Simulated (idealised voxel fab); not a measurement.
process module | voxel transistor to metal
cross-section cut | 270 nm wide | cells 5 nm
A cross-section is a grid of square cells, given in bands from the top down. A band is one or more rows of cells.
Each band's line starts with the height of the band's top and of its bottom, in nm. Then come its materials from left to right, each with its width in nm. One material with "throughout" fills the band from edge to edge. "air" is empty space.
Height 0 is the level under which the wafer as received is all one material. The lowest band goes on downwards, as in "0 down".
A width such as "30 to 40" changes by the same amount from each row of cells to the next, from the band's top row to its bottom row.
"no change" after a step means that no cell of the cross-section changed.
closed voids: empty space of 8 cells or more with no open way to the top, each as width x height at its distance from the left edge, in nm
after a step's settings: what the simulator itself notes on the step
overlay nm, on a step with a mask: how far to the right of its planned place the mask lay; to the left if negative
plan
1 op RECEIVE | material Si
2 op CONFORMAL_DEP | material SiO2 | thk nm 5
3 op CONFORMAL_DEP | material SiN | thk nm 10
4 op PATTERN | tone cover | mask id ACTIVE | material resist | width nm 95 | pitch nm 125 | thk nm 15 | overlay nm 0
5 op DIRECTIONAL_ETCH | etch materials SiN | depth nm 10
6 op DIRECTIONAL_ETCH | etch materials SiO2 | depth nm 5
7 op DIRECTIONAL_ETCH | etch materials Si | depth nm 20
8 op STRIP | etch materials resist
9 op FILL_DEP | material SiO2 | thk nm 15
10 op CMP | height nm 15
11 op SELECTIVE_ETCH | etch materials SiO2 | depth nm 5
12 op STRIP | etch materials SiN
13 op SELECTIVE_ETCH | etch materials SiO2 | depth nm 5
14 op OXIDIZE | depth nm 5
15 op DIRECTIONAL_DEP | material polySi | thk nm 25
16 op DIRECTIONAL_DEP | material SiCN | thk nm 15
17 op PATTERN | tone cover | mask id GATE | material resist | width nm 25 | pitch nm 125 | thk nm 20 | overlay nm 0
18 op DIRECTIONAL_ETCH | etch materials SiCN | depth nm 25
19 op DIRECTIONAL_ETCH | etch materials polySi | depth nm 35
20 op STRIP | etch materials resist
21 op CONFORMAL_DEP | material SiO2 | thk nm 5
22 op DIRECTIONAL_ETCH | etch materials SiO2 | depth nm 5
23 op CONFORMAL_DEP | material SiN | thk nm 5
24 op DIRECTIONAL_ETCH | etch materials SiN | depth nm 5
25 op DIRECTIONAL_ETCH | etch materials SiO2 | depth nm 5
26 op DIRECTIONAL_ETCH | etch materials Si | depth nm 10
27 op EPI | material nSi | thk nm 10
28 op FILL_DEP | material SiO2 | thk nm 10
29 op CMP | height nm 40
30 op DIRECTIONAL_DEP | material SiO2 | thk nm 15
31 op DIRECTIONAL_DEP | material aC | thk nm 10
32 op PATTERN | tone open | mask id CONTACT | material resist | width nm 15 | thk nm 30 | overlay nm 0
33 op DIRECTIONAL_ETCH | etch materials aC | depth nm 10
34 op STRIP | etch materials resist
35 op DIRECTIONAL_ETCH | etch materials SiO2 | depth nm 50
36 op STRIP | etch materials aC
37 op CONFORMAL_DEP | material TiN | thk nm 5
38 op FILL_DEP | material W | thk nm 10
39 op CMP | height nm 55
40 op CONFORMAL_DEP | material SiCN | thk nm 5
41 op DIRECTIONAL_DEP | material SiO2 | thk nm 20
42 op DIRECTIONAL_DEP | material aC | thk nm 15
43 op PATTERN | tone open | mask id METAL_1 | material resist | width nm 15 | thk nm 30 | overlay nm 0
44 op DIRECTIONAL_ETCH | etch materials aC | depth nm 15
45 op STRIP | etch materials resist
46 op DIRECTIONAL_ETCH | etch materials SiO2 | depth nm 20
47 op DIRECTIONAL_ETCH | etch materials SiCN | depth nm 5
48 op STRIP | etch materials aC
49 op CONFORMAL_DEP | material TiN | thk nm 5
50 op FILL_DEP | material Cu | thk nm 5
51 op CMP | height nm 80
52 op EPI | material Ru | thk nm 5
53 op FILL_DEP | material SiCN | thk nm 5
as received, after step 1
  0 down: Si throughout
  closed voids: none
first wafer at the end, as planned
  90 to 85: SiCN throughout
  85 to 80: SiCN 25 | Ru 25 | SiCN 45 | Ru 25 | SiCN 30 | Ru 25 | SiCN 45 | Ru 25 | SiCN 25
  80 to 60: SiO2 30 | TiN 5 | Cu 5 | TiN 5 | SiO2 55 | TiN 5 | Cu 5 | TiN 5 | SiO2 40 | TiN 5 | Cu 5 | TiN 5 | SiO2 55 | TiN 5 | Cu 5 | TiN 5 | SiO2 30
  60 to 55: SiCN 30 | TiN 15 | SiCN 55 | TiN 15 | SiCN 40 | TiN 15 | SiCN 55 | TiN 15 | SiCN 30
  55 to 40: SiO2 30 | TiN 5 | W 5 | TiN 5 | SiO2 55 | TiN 5 | W 5 | TiN 5 | SiO2 40 | TiN 5 | W 5 | TiN 5 | SiO2 55 | TiN 5 | W 5 | TiN 5 | SiO2 30
  40 to 25: SiO2 30 | TiN 5 | W 5 | TiN 5 | SiO2 5 | SiN 5 | SiO2 5 | SiCN 25 | SiO2 5 | SiN 5 | SiO2 5 | TiN 5 | W 5 | TiN 5 | SiO2 40 | TiN 5 | W 5 | TiN 5 | SiO2 5 | SiN 5 | SiO2 5 | SiCN 25 | SiO2 5 | SiN 5 | SiO2 5 | TiN 5 | W 5 | TiN 5 | SiO2 30
  25 to 10: SiO2 30 | TiN 5 | W 5 | TiN 5 | SiO2 5 | SiN 5 | SiO2 5 | polySi 25 | SiO2 5 | SiN 5 | SiO2 5 | TiN 5 | W 5 | TiN 5 | SiO2 40 | TiN 5 | W 5 | TiN 5 | SiO2 5 | SiN 5 | SiO2 5 | polySi 25 | SiO2 5 | SiN 5 | SiO2 5 | TiN 5 | W 5 | TiN 5 | SiO2 30
  10 to 5: SiO2 30 | TiN 15 | SiO2 5 | SiN 5 | SiO2 5 | polySi 25 | SiO2 5 | SiN 5 | SiO2 5 | TiN 15 | SiO2 40 | TiN 15 | SiO2 5 | SiN 5 | SiO2 5 | polySi 25 | SiO2 5 | SiN 5 | SiO2 5 | TiN 15 | SiO2 30
  5 to 0: SiO2 25 | SiN 5 | nSi 20 | SiN 5 | SiO2 5 | polySi 25 | SiO2 5 | SiN 5 | nSi 20 | SiN 5 | SiO2 30 | SiN 5 | nSi 20 | SiN 5 | SiO2 5 | polySi 25 | SiO2 5 | SiN 5 | nSi 20 | SiN 5 | SiO2 25
  0 to -5: SiO2 30 | nSi 20 | SiO2 45 | nSi 20 | SiO2 40 | nSi 20 | SiO2 45 | nSi 20 | SiO2 30
  -5 to -15: SiO2 25 | Si 5 | nSi 20 | Si 45 | nSi 20 | Si 5 | SiO2 30 | Si 5 | nSi 20 | Si 45 | nSi 20 | Si 5 | SiO2 25
  -15 to -20: SiO2 25 | Si 95 | SiO2 30 | Si 95 | SiO2 25
  -20 down: Si throughout
  closed voids: none
second wafer at the end: like start, like plan, one mistake
  90 to 85: SiCN throughout
  85 to 80: SiCN 25 | Ru 25 | SiCN 45 | Ru 25 | SiCN 30 | Ru 25 | SiCN 45 | Ru 25 | SiCN 25
  80 to 60: SiO2 30 | TiN 5 | Cu 5 | TiN 5 | SiO2 55 | TiN 5 | Cu 5 | TiN 5 | SiO2 40 | TiN 5 | Cu 5 | TiN 5 | SiO2 55 | TiN 5 | Cu 5 | TiN 5 | SiO2 30
  60 to 55: SiCN 30 | TiN 15 | SiCN 55 | TiN 15 | SiCN 40 | TiN 15 | SiCN 55 | TiN 15 | SiCN 30
  55 to 40: SiO2 30 | TiN 5 | W 5 | TiN 5 | SiO2 55 | TiN 5 | W 5 | TiN 5 | SiO2 40 | TiN 5 | W 5 | TiN 5 | SiO2 55 | TiN 5 | W 5 | TiN 5 | SiO2 30
  40 to 25: SiO2 30 | TiN 5 | W 5 | TiN 5 | SiO2 5 | SiN 5 | SiO2 5 | SiCN 25 | SiO2 5 | SiN 5 | SiO2 5 | TiN 5 | W 5 | TiN 5 | SiO2 40 | TiN 5 | W 5 | TiN 5 | SiO2 5 | SiN 5 | SiO2 5 | SiCN 25 | SiO2 5 | SiN 5 | SiO2 5 | TiN 5 | W 5 | TiN 5 | SiO2 30
  25 to 10: SiO2 30 | TiN 5 | W 5 | TiN 5 | SiO2 5 | SiN 5 | SiO2 5 | polySi 25 | SiO2 5 | SiN 5 | SiO2 5 | TiN 5 | W 5 | TiN 5 | SiO2 40 | TiN 5 | W 5 | TiN 5 | SiO2 5 | SiN 5 | SiO2 5 | polySi 25 | SiO2 5 | SiN 5 | SiO2 5 | TiN 5 | W 5 | TiN 5 | SiO2 30
  10 to 5: SiO2 30 | TiN 15 | SiO2 5 | SiN 5 | SiO2 5 | polySi 25 | SiO2 5 | SiN 5 | SiO2 5 | TiN 15 | SiO2 40 | TiN 15 | SiO2 5 | SiN 5 | SiO2 5 | polySi 25 | SiO2 5 | SiN 5 | SiO2 5 | TiN 15 | SiO2 30
  5 to 0: SiO2 40 | nSi 10 | SiN 5 | SiO2 5 | polySi 25 | SiO2 5 | SiN 5 | nSi 10 | SiO2 60 | nSi 10 | SiN 5 | SiO2 5 | polySi 25 | SiO2 5 | SiN 5 | nSi 10 | SiO2 40
  0 to -5: SiO2 15 | SiN 5 | SiO2 20 | nSi 10 | SiO2 45 | nSi 10 | SiO2 20 | SiN 5 | SiO2 10 | SiN 5 | SiO2 20 | nSi 10 | SiO2 45 | nSi 10 | SiO2 20 | SiN 5 | SiO2 15
  -5 to -10: SiO2 15 | SiN 5 | SiO2 10 | nSi 20 | Si 45 | nSi 20 | SiO2 10 | SiN 5 | SiO2 10 | SiN 5 | SiO2 10 | nSi 20 | Si 45 | nSi 20 | SiO2 10 | SiN 5 | SiO2 15
  -10 to -15: SiO2 30 | nSi 20 | Si 45 | nSi 20 | SiO2 40 | nSi 20 | Si 45 | nSi 20 | SiO2 30
  -15 to -20: SiO2 25 | Si 95 | SiO2 30 | Si 95 | SiO2 25
  -20 down: Si throughout
  closed voids: none
what went wrong: step 13 ran as: op SELECTIVE_ETCH | etch materials SiO2 | depth nm 15
at the end the second wafer has, in cells: 8 fewer of Si | 4 more of SiN | 20 more of SiO2 | 16 fewer of nSi
